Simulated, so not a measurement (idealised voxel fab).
process module | voxel wiring stack
cross-section cut | 270 nm wide | cells 5 nm
A cross-section is a grid of square cells, given in bands from the top down. A band is one or more rows of cells.
Each band's line starts with the height of the band's top and of its bottom, in nm. Then come its materials from left to right, each with its width in nm. One material with "throughout" fills the band from edge to edge. "air" is empty space.
Height 0 is the level under which the wafer as received is all one material. The lowest band goes on downwards, as in "0 down".
A width such as "30 to 40" changes by the same amount from each row of cells to the next, from the band's top row to its bottom row.
"no change" after a step means that no cell of the cross-section changed.
closed voids: empty space of 8 cells or more with no open way to the top, each as width x height at its distance from the left edge, in nm
after a step's settings: what the simulator itself notes on the step
overlay nm, on a step with a mask: how far to the right of its planned place the mask lay; to the left if negative
Each pair below shows a cross-section before one step and the cross-section after it, down to the lowest band that changed. The line under each pair gives the step between them, with its settings. The pairs can come from different runs of this module on the same starting wafer, so a pair continues from the pair above only where its "before" says so.
before
  120 to 105: aC 80 | air 25 | aC 15 | air 25 | aC 15 | air 25 | aC 85
  105 to 85: lowk 80 | air 25 | lowk 15 | air 25 | lowk 15 | air 25 | lowk 85
  85 to 70: lowk 80 | air 15 | lowk 25 | air 15 | lowk 25 | air 15 | lowk 95
  70 to 65: SiCN throughout
  65 to 50: SiO2 80 | TiN 5 | Cu 15 | TiN 5 | SiO2 15 | TiN 5 | Cu 15 | TiN 5 | SiO2 15 | TiN 5 | Cu 15 | TiN 5 | SiO2 85
  50 to 45: SiCN 80 | TiN 25 | SiCN 15 | TiN 25 | SiCN 15 | TiN 25 | SiCN 85
  45 to 35: SiO2 80 | TiN 5 | W 5 | TiN 5 | SiO2 25 | TiN 5 | W 5 | TiN 5 | SiO2 25 | TiN 5 | W 5 | TiN 5 | SiO2 95
  35 to 30: SiCN 80 | TiN 15 | SiCN 25 | TiN 15 | SiCN 25 | TiN 15 | SiCN 95
  30 to 25: lowk throughout
  25 to 10: lowk 80 | W 25 | lowk 15 | W 25 | lowk 15 | W 25 | lowk 85
  10 to 0: SiO2 throughout
  0 down: Si throughout
  closed voids: none
after
  120 to 105: aC 80 | air 25 | aC 15 | air 25 | aC 15 | air 25 | aC 85
  105 to 85: lowk 80 | air 25 | lowk 15 | air 25 | lowk 15 | air 25 | lowk 85
  85 to 70: lowk 80 | air 15 | lowk 25 | air 15 | lowk 25 | air 15 | lowk 95
  70 to 65: SiCN 80 | air 15 | SiCN 25 | air 15 | SiCN 25 | air 15 | SiCN 95
  below 65: unchanged
  closed voids: none
the step between: op DIRECTIONAL_ETCH | etch materials SiCN | depth nm 5
before: the cross-section after the pair above
after
  105 to 85: lowk 80 | air 25 | lowk 15 | air 25 | lowk 15 | air 25 | lowk 85
  below 85: unchanged
  closed voids: none
the step between: op STRIP | etch materials aC
before: the cross-section after the pair above
after
  110 to 105: TiN 85 | air 15 | TiN 25 | air 15 | TiN 25 | air 15 | TiN 90
  105 to 90: lowk 80 | TiN 5 | air 15 | TiN 5 | lowk 15 | TiN 5 | air 15 | TiN 5 | lowk 15 | TiN 5 | air 15 | TiN 5 | lowk 85
  90 to 85: lowk 80 | TiN 5 | air 5 | TiN 15 | lowk 15 | TiN 5 | air 5 | TiN 15 | lowk 15 | TiN 5 | air 5 | TiN 15 | lowk 85
  85 to 70: lowk 80 | TiN 5 | air 5 | TiN 5 | lowk 25 | TiN 5 | air 5 | TiN 5 | lowk 25 | TiN 5 | air 5 | TiN 5 | lowk 95
  70 to 65: SiCN 80 | TiN 15 | SiCN 25 | TiN 15 | SiCN 25 | TiN 15 | SiCN 95
  below 65: unchanged
  closed voids: none
the step between: op CONFORMAL_DEP | material TiN | thk nm 5
before: the cross-section after the pair above
after
  115 to 110: Ru throughout
  110 to 105: TiN 85 | Ru 15 | TiN 25 | Ru 15 | TiN 25 | Ru 15 | TiN 90
  105 to 90: lowk 80 | TiN 5 | Ru 15 | TiN 5 | lowk 15 | TiN 5 | Ru 15 | TiN 5 | lowk 15 | TiN 5 | Ru 15 | TiN 5 | lowk 85
  90 to 85: lowk 80 | TiN 5 | Ru 5 | TiN 15 | lowk 15 | TiN 5 | Ru 5 | TiN 15 | lowk 15 | TiN 5 | Ru 5 | TiN 15 | lowk 85
  85 to 70: lowk 80 | TiN 5 | Ru 5 | TiN 5 | lowk 25 | TiN 5 | Ru 5 | TiN 5 | lowk 25 | TiN 5 | Ru 5 | TiN 5 | lowk 95
  below 70: unchanged
  closed voids: none
the step between: op FILL_DEP | material Ru | thk nm 5
before: the cross-section after the pair above
after
  105 to 90: lowk 80 | TiN 5 | Ru 15 | TiN 5 | lowk 15 | TiN 5 | Ru 15 | TiN 5 | lowk 15 | TiN 5 | Ru 15 | TiN 5 | lowk 85
  below 90: unchanged
  closed voids: none
the step between: op CMP | height nm 105
before: the cross-section after the pair above
after
  110 to 105: SiCN throughout
  below 105: unchanged
  closed voids: none
the step between: op CONFORMAL_DEP | material SiCN | thk nm 5
before: the cross-section after the pair above
after
  135 to 110: SiO2 throughout
  below 110: unchanged
  closed voids: none
the step between: op DIRECTIONAL_DEP | material SiO2 | thk nm 25
before: the cross-section after the pair above
after
  150 to 135: resist 80 | air 25 | resist 15 | air 25 | resist 15 | air 25 | resist 85
  below 135: unchanged
  closed voids: none
the step between: op PATTERN | tone open | mask id METAL_4 | material resist | width nm 25 | pitch nm 40 | thk nm 15 | overlay nm 0
before: the cross-section after the pair above
after
  150 to 135: resist 80 | air 25 | resist 15 | air 25 | resist 15 | air 25 | resist 85
  135 to 120: SiO2 80 | air 25 | SiO2 15 | air 25 | SiO2 15 | air 25 | SiO2 85
  below 120: unchanged
  closed voids: none
the step between: op DIRECTIONAL_ETCH | etch materials SiO2 | depth nm 15
before: the cross-section after the pair above
after
  135 to 120: SiO2 80 | air 25 | SiO2 15 | air 25 | SiO2 15 | air 25 | SiO2 85
  below 120: unchanged
  closed voids: none
the step between: op STRIP | etch materials resist
before: the cross-section after the pair above
after
  150 to 135: aC 80 | air 25 | aC 15 | air 25 | aC 15 | air 25 | aC 85
  135 to 120: SiO2 80 | aC 25 | SiO2 15 | aC 25 | SiO2 15 | aC 25 | SiO2 85
  below 120: unchanged
  closed voids: none
the step between: op DIRECTIONAL_DEP | material aC | thk nm 15
before: the cross-section after the pair above
after
  185 to 150: resist 80 | air 15 | resist 65 | air 15 | resist 95
  150 to 135: aC 80 | air 15 | resist 10 | aC 15 | resist 25 | aC 15 | air 15 | resist 10 | aC 85
  below 135: unchanged
  closed voids: none
the step between: op PATTERN | tone open | mask id METAL_4_HOLES | material resist | width nm 15 | pitch nm 80 | thk nm 35 | overlay nm 0
before: the cross-section after the pair above
after
  170 to 150: resist 80 | air 15 | resist 65 | air 15 | resist 95
  150 to 135: aC 80 | air 15 | resist 10 | aC 15 | resist 25 | aC 15 | air 15 | resist 10 | aC 85
  135 to 120: SiO2 80 | air 15 | aC 10 | SiO2 15 | aC 25 | SiO2 15 | air 15 | aC 10 | SiO2 85
  below 120: unchanged
  closed voids: none
the step between: op DIRECTIONAL_ETCH | etch materials aC | depth nm 15
before: the cross-section after the pair above
after
  150 to 135: aC 80 | air 25 | aC 15 | air 25 | aC 15 | air 25 | aC 85
  below 135: unchanged
  closed voids: none
the step between: op STRIP | etch materials resist
before: the cross-section after the pair above
after
  150 to 135: aC 80 | air 25 | aC 15 | air 25 | aC 15 | air 25 | aC 85
  135 to 120: SiO2 80 | air 15 | aC 10 | SiO2 15 | aC 25 | SiO2 15 | air 15 | aC 10 | SiO2 85
  120 to 110: SiO2 80 | air 15 | SiO2 65 | air 15 | SiO2 95
  below 110: unchanged
  closed voids: none
the step between: op DIRECTIONAL_ETCH | etch materials SiO2 | depth nm 10
before: the cross-section after the pair above
after
  150 to 135: aC 80 | air 25 | aC 15 | air 25 | aC 15 | air 25 | aC 85
  135 to 120: SiO2 80 | air 15 | aC 10 | SiO2 15 | aC 25 | SiO2 15 | air 15 | aC 10 | SiO2 85
  120 to 110: SiO2 80 | air 15 | SiO2 65 | air 15 | SiO2 95
  110 to 105: SiCN 80 | air 15 | SiCN 65 | air 15 | SiCN 95
  below 105: unchanged
  closed voids: none
the step between: op DIRECTIONAL_ETCH | etch materials SiCN | depth nm 5
before: the cross-section after the pair above
after
  135 to 120: SiO2 80 | air 25 | SiO2 15 | air 25 | SiO2 15 | air 25 | SiO2 85
  below 120: unchanged
  closed voids: none
the step between: op STRIP | etch materials aC
before: the cross-section after the pair above
after
  140 to 135: TiN 85 | air 15 | TiN 25 | air 15 | TiN 25 | air 15 | TiN 90
  135 to 125: SiO2 80 | TiN 5 | air 15 | TiN 5 | SiO2 15 | TiN 5 | air 15 | TiN 5 | SiO2 15 | TiN 5 | air 15 | TiN 5 | SiO2 85
  125 to 120: SiO2 80 | TiN 5 | air 5 | TiN 15 | SiO2 15 | TiN 25 | SiO2 15 | TiN 5 | air 5 | TiN 15 | SiO2 85
  120 to 110: SiO2 80 | TiN 5 | air 5 | TiN 5 | SiO2 65 | TiN 5 | air 5 | TiN 5 | SiO2 95
  110 to 105: SiCN 80 | TiN 15 | SiCN 65 | TiN 15 | SiCN 95
  below 105: unchanged
  closed voids: none
the step between: op CONFORMAL_DEP | material TiN | thk nm 5
before: the cross-section after the pair above
after
  145 to 140: Ru throughout
  140 to 135: TiN 85 | Ru 15 | TiN 25 | Ru 15 | TiN 25 | Ru 15 | TiN 90
  135 to 125: SiO2 80 | TiN 5 | Ru 15 | TiN 5 | SiO2 15 | TiN 5 | Ru 15 | TiN 5 | SiO2 15 | TiN 5 | Ru 15 | TiN 5 | SiO2 85
  125 to 120: SiO2 80 | TiN 5 | Ru 5 | TiN 15 | SiO2 15 | TiN 25 | SiO2 15 | TiN 5 | Ru 5 | TiN 15 | SiO2 85
  120 to 110: SiO2 80 | TiN 5 | Ru 5 | TiN 5 | SiO2 65 | TiN 5 | Ru 5 | TiN 5 | SiO2 95
  below 110: unchanged
  closed voids: none
the step between: op FILL_DEP | material Ru | thk nm 5
before: the cross-section after the pair above
after
  135 to 125: SiO2 80 | TiN 5 | Ru 15 | TiN 5 | SiO2 15 | TiN 5 | Ru 15 | TiN 5 | SiO2 15 | TiN 5 | Ru 15 | TiN 5 | SiO2 85
  below 125: unchanged
  closed voids: none
the step between: op CMP | height nm 135
before: the cross-section after the pair above
after
  140 to 135: SiN throughout
  below 135: unchanged
  closed voids: none
the step between: op CONFORMAL_DEP | material SiN | thk nm 5
before
  120 to 105: aC 80 | air 25 | aC 15 | air 25 | aC 15 | air 25 | aC 85
  105 to 85: lowk 80 | air 25 | lowk 15 | air 25 | lowk 15 | air 25 | lowk 85
  85 to 70: lowk 80 | air 15 | lowk 25 | air 15 | lowk 25 | air 15 | lowk 95
  70 to 65: SiCN throughout
  65 to 50: SiO2 80 | TiN 5 | Cu 15 | TiN 5 | SiO2 15 | TiN 5 | Cu 15 | TiN 5 | SiO2 15 | TiN 5 | Cu 15 | TiN 5 | SiO2 85
  50 to 45: SiCN 80 | TiN 25 | SiCN 15 | TiN 25 | SiCN 15 | TiN 25 | SiCN 85
  45 to 35: SiO2 80 | TiN 5 | W 5 | TiN 5 | SiO2 25 | TiN 5 | W 5 | TiN 5 | SiO2 25 | TiN 5 | W 5 | TiN 5 | SiO2 95
  35 to 30: SiCN 80 | TiN 15 | SiCN 25 | TiN 15 | SiCN 25 | TiN 15 | SiCN 95
  30 to 15: lowk 80 | W 25 | lowk 15 | W 25 | lowk 15 | W 25 | lowk 85
  15 to 10: lowk 80 | TiN 25 | lowk 15 | TiN 25 | lowk 15 | TiN 25 | lowk 85
  10 to 0: SiO2 throughout
  0 down: Si throughout
  closed voids: none
after
  120 to 105: aC 80 | air 25 | aC 15 | air 25 | aC 15 | air 25 | aC 85
  105 to 70: lowk 80 | air 25 | lowk 15 | air 25 | lowk 15 | air 25 | lowk 85
  below 70: unchanged
  closed voids: none
the step between: op DIRECTIONAL_ETCH | etch materials lowk | depth nm 20
before: the cross-section after the pair above
after
  120 to 105: aC 80 | air 25 | aC 15 | air 25 | aC 15 | air 25 | aC 85
  105 to 70: lowk 80 | air 25 | lowk 15 | air 25 | lowk 15 | air 25 | lowk 85
  70 to 65: SiCN 80 | air 25 | SiCN 15 | air 25 | SiCN 15 | air 25 | SiCN 85
  below 65: unchanged
  closed voids: none
the step between: op DIRECTIONAL_ETCH | etch materials SiCN | depth nm 5
before: the cross-section after the pair above
after
  105 to 70: lowk 80 | air 25 | lowk 15 | air 25 | lowk 15 | air 25 | lowk 85
  below 70: unchanged
  closed voids: none
the step between: op STRIP | etch materials aC
before: the cross-section after the pair above
after
  110 to 105: TiN 85 | air 15 | TiN 25 | air 15 | TiN 25 | air 15 | TiN 90
  105 to 70: lowk 80 | TiN 5 | air 15 | TiN 5 | lowk 15 | TiN 5 | air 15 | TiN 5 | lowk 15 | TiN 5 | air 15 | TiN 5 | lowk 85
  70 to 65: SiCN 80 | TiN 25 | SiCN 15 | TiN 25 | SiCN 15 | TiN 25 | SiCN 85
  below 65: unchanged
  closed voids: none
the step between: op CONFORMAL_DEP | material TiN | thk nm 5
before: the cross-section after the pair above
after
  115 to 110: Ru throughout
  110 to 105: TiN 85 | Ru 15 | TiN 25 | Ru 15 | TiN 25 | Ru 15 | TiN 90
  105 to 70: lowk 80 | TiN 5 | Ru 15 | TiN 5 | lowk 15 | TiN 5 | Ru 15 | TiN 5 | lowk 15 | TiN 5 | Ru 15 | TiN 5 | lowk 85
  below 70: unchanged
  closed voids: none
the step between: op FILL_DEP | material Ru | thk nm 5
before: the cross-section after the pair above
after
  105 to 70: lowk 80 | TiN 5 | Ru 15 | TiN 5 | lowk 15 | TiN 5 | Ru 15 | TiN 5 | lowk 15 | TiN 5 | Ru 15 | TiN 5 | lowk 85
  below 70: unchanged
  closed voids: none
the step between: op CMP | height nm 105
before: the cross-section after the pair above
after
  110 to 105: SiCN throughout
  below 105: unchanged
  closed voids: none
the step between: op CONFORMAL_DEP | material SiCN | thk nm 5
before: the cross-section after the pair above
after
  135 to 110: SiO2 throughout
  below 110: unchanged
  closed voids: none
the step between: op DIRECTIONAL_DEP | material SiO2 | thk nm 25
before: the cross-section after the pair above
after
  150 to 135: resist 80 | air 25 | resist 15 | air 25 | resist 15 | air 25 | resist 85
  below 135: unchanged
  closed voids: none
the step between: op PATTERN | tone open | mask id METAL_4 | material resist | width nm 25 | pitch nm 40 | thk nm 15 | overlay nm 0
before: the cross-section after the pair above
after
  150 to 135: resist 80 | air 25 | resist 15 | air 25 | resist 15 | air 25 | resist 85
  135 to 120: SiO2 80 | air 25 | SiO2 15 | air 25 | SiO2 15 | air 25 | SiO2 85
  below 120: unchanged
  closed voids: none
the step between: op DIRECTIONAL_ETCH | etch materials SiO2 | depth nm 15
before: the cross-section after the pair above
after
  135 to 120: SiO2 80 | air 25 | SiO2 15 | air 25 | SiO2 15 | air 25 | SiO2 85
  below 120: unchanged
  closed voids: none
the step between: op STRIP | etch materials resist
before: the cross-section after the pair above
after
  150 to 135: aC 80 | air 25 | aC 15 | air 25 | aC 15 | air 25 | aC 85
  135 to 120: SiO2 80 | aC 25 | SiO2 15 | aC 25 | SiO2 15 | aC 25 | SiO2 85
  below 120: unchanged
  closed voids: none
the step between: op DIRECTIONAL_DEP | material aC | thk nm 15
before: the cross-section after the pair above
after
  185 to 150: resist 80 | air 15 | resist 65 | air 15 | resist 95
  150 to 135: aC 80 | air 15 | resist 10 | aC 15 | resist 25 | aC 15 | air 15 | resist 10 | aC 85
  below 135: unchanged
  closed voids: none
the step between: op PATTERN | tone open | mask id METAL_4_HOLES | material resist | width nm 15 | pitch nm 80 | thk nm 35 | overlay nm 0
before: the cross-section after the pair above
after
  170 to 150: resist 80 | air 15 | resist 65 | air 15 | resist 95
  150 to 135: aC 80 | air 15 | resist 10 | aC 15 | resist 25 | aC 15 | air 15 | resist 10 | aC 85
  135 to 120: SiO2 80 | air 15 | aC 10 | SiO2 15 | aC 25 | SiO2 15 | air 15 | aC 10 | SiO2 85
  below 120: unchanged
  closed voids: none
the step between: op DIRECTIONAL_ETCH | etch materials aC | depth nm 15
before: the cross-section after the pair above
after
  150 to 135: aC 80 | air 25 | aC 15 | air 25 | aC 15 | air 25 | aC 85
  below 135: unchanged
  closed voids: none
the step between: op STRIP | etch materials resist
before: the cross-section after the pair above
after
  150 to 135: aC 80 | air 25 | aC 15 | air 25 | aC 15 | air 25 | aC 85
  135 to 120: SiO2 80 | air 15 | aC 10 | SiO2 15 | aC 25 | SiO2 15 | air 15 | aC 10 | SiO2 85
  120 to 110: SiO2 80 | air 15 | SiO2 65 | air 15 | SiO2 95
  below 110: unchanged
  closed voids: none
the step between: op DIRECTIONAL_ETCH | etch materials SiO2 | depth nm 10
before: the cross-section after the pair above
after
  150 to 135: aC 80 | air 25 | aC 15 | air 25 | aC 15 | air 25 | aC 85
  135 to 120: SiO2 80 | air 15 | aC 10 | SiO2 15 | aC 25 | SiO2 15 | air 15 | aC 10 | SiO2 85
  120 to 110: SiO2 80 | air 15 | SiO2 65 | air 15 | SiO2 95
  110 to 105: SiCN 80 | air 15 | SiCN 65 | air 15 | SiCN 95
  below 105: unchanged
  closed voids: none
the step between: op DIRECTIONAL_ETCH | etch materials SiCN | depth nm 5
before: the cross-section after the pair above
after
  135 to 120: SiO2 80 | air 25 | SiO2 15 | air 25 | SiO2 15 | air 25 | SiO2 85
  below 120: unchanged
  closed voids: none
the step between: op STRIP | etch materials aC
before: the cross-section after the pair above
after
  140 to 135: TiN 85 | air 15 | TiN 25 | air 15 | TiN 25 | air 15 | TiN 90
  135 to 125: SiO2 80 | TiN 5 | air 15 | TiN 5 | SiO2 15 | TiN 5 | air 15 | TiN 5 | SiO2 15 | TiN 5 | air 15 | TiN 5 | SiO2 85
  125 to 120: SiO2 80 | TiN 5 | air 5 | TiN 15 | SiO2 15 | TiN 25 | SiO2 15 | TiN 5 | air 5 | TiN 15 | SiO2 85
  120 to 110: SiO2 80 | TiN 5 | air 5 | TiN 5 | SiO2 65 | TiN 5 | air 5 | TiN 5 | SiO2 95
  110 to 105: SiCN 80 | TiN 15 | SiCN 65 | TiN 15 | SiCN 95
  below 105: unchanged
  closed voids: none
the step between: op CONFORMAL_DEP | material TiN | thk nm 5
before: the cross-section after the pair above
after
  145 to 140: Ru throughout
  140 to 135: TiN 85 | Ru 15 | TiN 25 | Ru 15 | TiN 25 | Ru 15 | TiN 90
  135 to 125: SiO2 80 | TiN 5 | Ru 15 | TiN 5 | SiO2 15 | TiN 5 | Ru 15 | TiN 5 | SiO2 15 | TiN 5 | Ru 15 | TiN 5 | SiO2 85
  125 to 120: SiO2 80 | TiN 5 | Ru 5 | TiN 15 | SiO2 15 | TiN 25 | SiO2 15 | TiN 5 | Ru 5 | TiN 15 | SiO2 85
  120 to 110: SiO2 80 | TiN 5 | Ru 5 | TiN 5 | SiO2 65 | TiN 5 | Ru 5 | TiN 5 | SiO2 95
  below 110: unchanged
  closed voids: none
the step between: op FILL_DEP | material Ru | thk nm 5
before: the cross-section after the pair above
after
  135 to 125: SiO2 80 | TiN 5 | Ru 15 | TiN 5 | SiO2 15 | TiN 5 | Ru 15 | TiN 5 | SiO2 15 | TiN 5 | Ru 15 | TiN 5 | SiO2 85
  below 125: unchanged
  closed voids: none
the step between: op CMP | height nm 135
before: the cross-section after the pair above
after
  140 to 135: SiN throughout
  below 135: unchanged
  closed voids: none
the step between: op CONFORMAL_DEP | material SiN | thk nm 5
before
  25 to 10: W throughout
  10 to 0: SiO2 throughout
  0 down: Si throughout
  closed voids: none
after
  30 to 25: TiN throughout
  below 25: unchanged
  closed voids: none
the step between: op DIRECTIONAL_DEP | material TiN | thk nm 5
before: the cross-section after the pair above
after
  30 to 25: air 80 | TiN 25 | air 15 | TiN 25 | air 15 | TiN 25 | air 85
  below 25: unchanged
  closed voids: none
the step between: op MASKED_ETCH | tone cover | mask id METAL_1 | width nm 25 | pitch nm 40 | etch materials TiN | depth nm 5 | overlay nm 0
before: the cross-section after the pair above
after
  40 to 30: lowk throughout
  30 to 25: lowk 80 | TiN 25 | lowk 15 | TiN 25 | lowk 15 | TiN 25 | lowk 85
  below 25: unchanged
  closed voids: none
the step between: op FILL_DEP | material lowk | thk nm 10
before: the cross-section after the pair above
after
  30 to 25: lowk 80 | TiN 25 | lowk 15 | TiN 25 | lowk 15 | TiN 25 | lowk 85
  below 25: unchanged
  closed voids: none
the step between: op CMP | height nm 30
before: the cross-section after the pair above
after
  35 to 30: SiCN throughout
  below 30: unchanged
  closed voids: none
the step between: op CONFORMAL_DEP | material SiCN | thk nm 5
before: the cross-section after the pair above
after
  45 to 35: SiO2 throughout
  below 35: unchanged
  closed voids: none
the step between: op DIRECTIONAL_DEP | material SiO2 | thk nm 10
before: the cross-section after the pair above
after
  60 to 45: aC throughout
  below 45: unchanged
  closed voids: none
the step between: op DIRECTIONAL_DEP | material aC | thk nm 15
before: the cross-section after the pair above
after
  90 to 60: resist 80 | air 15 | resist 25 | air 15 | resist 25 | air 15 | resist 95
  below 60: unchanged
  closed voids: none
the step between: op PATTERN | tone open | mask id PLUG_1 | material resist | width nm 15 | pitch nm 40 | thk nm 30 | overlay nm 0
before: the cross-section after the pair above
after
  75 to 60: resist 80 | air 15 | resist 25 | air 15 | resist 25 | air 15 | resist 95
  60 to 45: aC 80 | air 15 | aC 25 | air 15 | aC 25 | air 15 | aC 95
  below 45: unchanged
  closed voids: none
the step between: op DIRECTIONAL_ETCH | etch materials aC | depth nm 15
before: the cross-section after the pair above
after
  60 to 45: aC 80 | air 15 | aC 25 | air 15 | aC 25 | air 15 | aC 95
  below 45: unchanged
  closed voids: none
the step between: op STRIP | etch materials resist
before: the cross-section after the pair above
after
  60 to 45: aC 80 | air 15 | aC 25 | air 15 | aC 25 | air 15 | aC 95
  45 to 35: SiO2 80 | air 15 | SiO2 25 | air 15 | SiO2 25 | air 15 | SiO2 95
  below 35: unchanged
  closed voids: none
the step between: op DIRECTIONAL_ETCH | etch materials SiO2 | depth nm 10
before: the cross-section after the pair above
after
  60 to 45: aC 80 | air 15 | aC 25 | air 15 | aC 25 | air 15 | aC 95
  45 to 35: SiO2 80 | air 15 | SiO2 25 | air 15 | SiO2 25 | air 15 | SiO2 95
  35 to 30: SiCN 80 | air 15 | SiCN 25 | air 15 | SiCN 25 | air 15 | SiCN 95
  below 30: unchanged
  closed voids: none
the step between: op DIRECTIONAL_ETCH | etch materials SiCN | depth nm 5
before: the cross-section after the pair above
after
  45 to 35: SiO2 80 | air 15 | SiO2 25 | air 15 | SiO2 25 | air 15 | SiO2 95
  below 35: unchanged
  closed voids: none
the step between: op STRIP | etch materials aC
before: the cross-section after the pair above
after
  50 to 45: TiN 85 | air 5 | TiN 35 | air 5 | TiN 35 | air 5 | TiN 100
  45 to 35: SiO2 80 | TiN 5 | air 5 | TiN 5 | SiO2 25 | TiN 5 | air 5 | TiN 5 | SiO2 25 | TiN 5 | air 5 | TiN 5 | SiO2 95
  35 to 30: SiCN 80 | TiN 15 | SiCN 25 | TiN 15 | SiCN 25 | TiN 15 | SiCN 95
  below 30: unchanged
  closed voids: none
the step between: op CONFORMAL_DEP | material TiN | thk nm 5
before: the cross-section after the pair above
after
  55 to 50: W throughout
  50 to 45: TiN 85 | W 5 | TiN 35 | W 5 | TiN 35 | W 5 | TiN 100
  45 to 35: SiO2 80 | TiN 5 | W 5 | TiN 5 | SiO2 25 | TiN 5 | W 5 | TiN 5 | SiO2 25 | TiN 5 | W 5 | TiN 5 | SiO2 95
  below 35: unchanged
  closed voids: none
the step between: op FILL_DEP | material W | thk nm 5
before: the cross-section after the pair above
after
  45 to 35: SiO2 80 | TiN 5 | W 5 | TiN 5 | SiO2 25 | TiN 5 | W 5 | TiN 5 | SiO2 25 | TiN 5 | W 5 | TiN 5 | SiO2 95
  below 35: unchanged
  closed voids: none
the step between: op CMP | height nm 45
before: the cross-section after the pair above
after
  50 to 45: SiCN throughout
  below 45: unchanged
  closed voids: none
the step between: op CONFORMAL_DEP | material SiCN | thk nm 5
before: the cross-section after the pair above
after
  65 to 50: SiO2 throughout
  below 50: unchanged
  closed voids: none
the step between: op DIRECTIONAL_DEP | material SiO2 | thk nm 15
before: the cross-section after the pair above
after
  65 to 50: SiO2 80 | air 25 | SiO2 15 | air 25 | SiO2 15 | air 25 | SiO2 85
  below 50: unchanged
  closed voids: none
the step between: op MASKED_ETCH | tone open | mask id METAL_2 | width nm 25 | pitch nm 40 | etch materials SiO2 | depth nm 15 | overlay nm 0
before: the cross-section after the pair above
after
  65 to 50: SiO2 80 | air 25 | SiO2 15 | air 25 | SiO2 15 | air 25 | SiO2 85
  50 to 45: SiCN 80 | air 25 | SiCN 15 | air 25 | SiCN 15 | air 25 | SiCN 85
  below 45: unchanged
  closed voids: none
the step between: op MASKED_ETCH | tone open | mask id METAL_2 | width nm 25 | pitch nm 40 | etch materials SiCN | depth nm 5 | overlay nm 0
before: the cross-section after the pair above
after
  70 to 65: TiN 85 | air 15 | TiN 25 | air 15 | TiN 25 | air 15 | TiN 90
  65 to 50: SiO2 80 | TiN 5 | air 15 | TiN 5 | SiO2 15 | TiN 5 | air 15 | TiN 5 | SiO2 15 | TiN 5 | air 15 | TiN 5 | SiO2 85
  50 to 45: SiCN 80 | TiN 25 | SiCN 15 | TiN 25 | SiCN 15 | TiN 25 | SiCN 85
  below 45: unchanged
  closed voids: none
the step between: op CONFORMAL_DEP | material TiN | thk nm 5
before: the cross-section after the pair above
after
  75 to 70: Cu throughout
  70 to 65: TiN 85 | Cu 15 | TiN 25 | Cu 15 | TiN 25 | Cu 15 | TiN 90
  65 to 50: SiO2 80 | TiN 5 | Cu 15 | TiN 5 | SiO2 15 | TiN 5 | Cu 15 | TiN 5 | SiO2 15 | TiN 5 | Cu 15 | TiN 5 | SiO2 85
  below 50: unchanged
  closed voids: none
the step between: op FILL_DEP | material Cu | thk nm 5
before: the cross-section after the pair above
after
  65 to 50: SiO2 80 | TiN 5 | Cu 15 | TiN 5 | SiO2 15 | TiN 5 | Cu 15 | TiN 5 | SiO2 15 | TiN 5 | Cu 15 | TiN 5 | SiO2 85
  below 50: unchanged
  closed voids: none
the step between: op CMP | height nm 65
before: the cross-section after the pair above
after
  70 to 65: SiCN throughout
  below 65: unchanged
  closed voids: none
the step between: op CONFORMAL_DEP | material SiCN | thk nm 5
before: the cross-section after the pair above
after
  105 to 70: lowk throughout
  below 70: unchanged
  closed voids: none
the step between: op DIRECTIONAL_DEP | material lowk | thk nm 35
before: the cross-section after the pair above
after
  120 to 105: aC throughout
  below 105: unchanged
  closed voids: none
the step between: op DIRECTIONAL_DEP | material aC | thk nm 15
before: the cross-section after the pair above
after
  150 to 120: resist 80 | air 15 | resist 25 | air 15 | resist 25 | air 15 | resist 95
  below 120: unchanged
  closed voids: none
the step between: op PATTERN | tone open | mask id METAL_3_HOLES | material resist | width nm 15 | pitch nm 40 | thk nm 30 | overlay nm 0
before: the cross-section after the pair above
after
  135 to 120: resist 80 | air 15 | resist 25 | air 15 | resist 25 | air 15 | resist 95
  120 to 105: aC 80 | air 15 | aC 25 | air 15 | aC 25 | air 15 | aC 95
  below 105: unchanged
  closed voids: none
the step between: op DIRECTIONAL_ETCH | etch materials aC | depth nm 15
before: the cross-section after the pair above
after
  120 to 105: aC 80 | air 15 | aC 25 | air 15 | aC 25 | air 15 | aC 95
  below 105: unchanged
  closed voids: none
the step between: op STRIP | etch materials resist
before: the cross-section after the pair above
after
  120 to 105: aC 80 | air 15 | aC 25 | air 15 | aC 25 | air 15 | aC 95
  105 to 70: lowk 80 | air 15 | lowk 25 | air 15 | lowk 25 | air 15 | lowk 95
  below 70: unchanged
  closed voids: none
the step between: op DIRECTIONAL_ETCH | etch materials lowk | depth nm 35
before: the cross-section after the pair above
after
  105 to 70: lowk 80 | air 15 | lowk 25 | air 15 | lowk 25 | air 15 | lowk 95
  below 70: unchanged
  closed voids: none
the step between: op STRIP | etch materials aC
before: the cross-section after the pair above
after
  120 to 105: aC 80 | air 15 | aC 25 | air 15 | aC 25 | air 15 | aC 95
  105 to 85: lowk 80 | air 15 | lowk 25 | air 15 | lowk 25 | air 15 | lowk 95
  85 to 70: lowk 80 | aC 15 | lowk 25 | aC 15 | lowk 25 | aC 15 | lowk 95
  below 70: unchanged
  closed voids: none
the step between: op DIRECTIONAL_DEP | material aC | thk nm 15
before: the cross-section after the pair above
after
  155 to 120: resist 80 | air 25 | resist 15 | air 25 | resist 15 | air 25 | resist 85
  below 120: unchanged
  closed voids: none
the step between: op PATTERN | tone open | mask id METAL_3 | material resist | width nm 25 | pitch nm 40 | thk nm 35 | overlay nm 0
before: the cross-section after the pair above
after
  140 to 120: resist 80 | air 25 | resist 15 | air 25 | resist 15 | air 25 | resist 85
  120 to 105: aC 80 | air 25 | aC 15 | air 25 | aC 15 | air 25 | aC 85
  105 to 70: lowk 80 | air 15 | lowk 25 | air 15 | lowk 25 | air 15 | lowk 95
  below 70: unchanged
  closed voids: none
the step between: op DIRECTIONAL_ETCH | etch materials aC | depth nm 15
before: the cross-section after the pair above
after
  120 to 105: aC 80 | air 25 | aC 15 | air 25 | aC 15 | air 25 | aC 85
  below 105: unchanged
  closed voids: none
the step between: op STRIP | etch materials resist
before: the cross-section after the pair above
after
  120 to 105: aC 80 | air 25 | aC 15 | air 25 | aC 15 | air 25 | aC 85
  105 to 85: lowk 80 | air 25 | lowk 15 | air 25 | lowk 15 | air 25 | lowk 85
  below 85: unchanged
  closed voids: none
the step between: op DIRECTIONAL_ETCH | etch materials lowk | depth nm 20
before: the cross-section after the pair above
after
  120 to 105: aC 80 | air 25 | aC 15 | air 25 | aC 15 | air 25 | aC 85
  105 to 85: lowk 80 | air 25 | lowk 15 | air 25 | lowk 15 | air 25 | lowk 85
  85 to 70: lowk 80 | air 15 | lowk 25 | air 15 | lowk 25 | air 15 | lowk 95
  70 to 65: SiCN 80 | air 15 | SiCN 25 | air 15 | SiCN 25 | air 15 | SiCN 95
  below 65: unchanged
  closed voids: none
the step between: op DIRECTIONAL_ETCH | etch materials SiCN | depth nm 5
before: the cross-section after the pair above
after
  105 to 85: lowk 80 | air 25 | lowk 15 | air 25 | lowk 15 | air 25 | lowk 85
  below 85: unchanged
  closed voids: none
the step between: op STRIP | etch materials aC
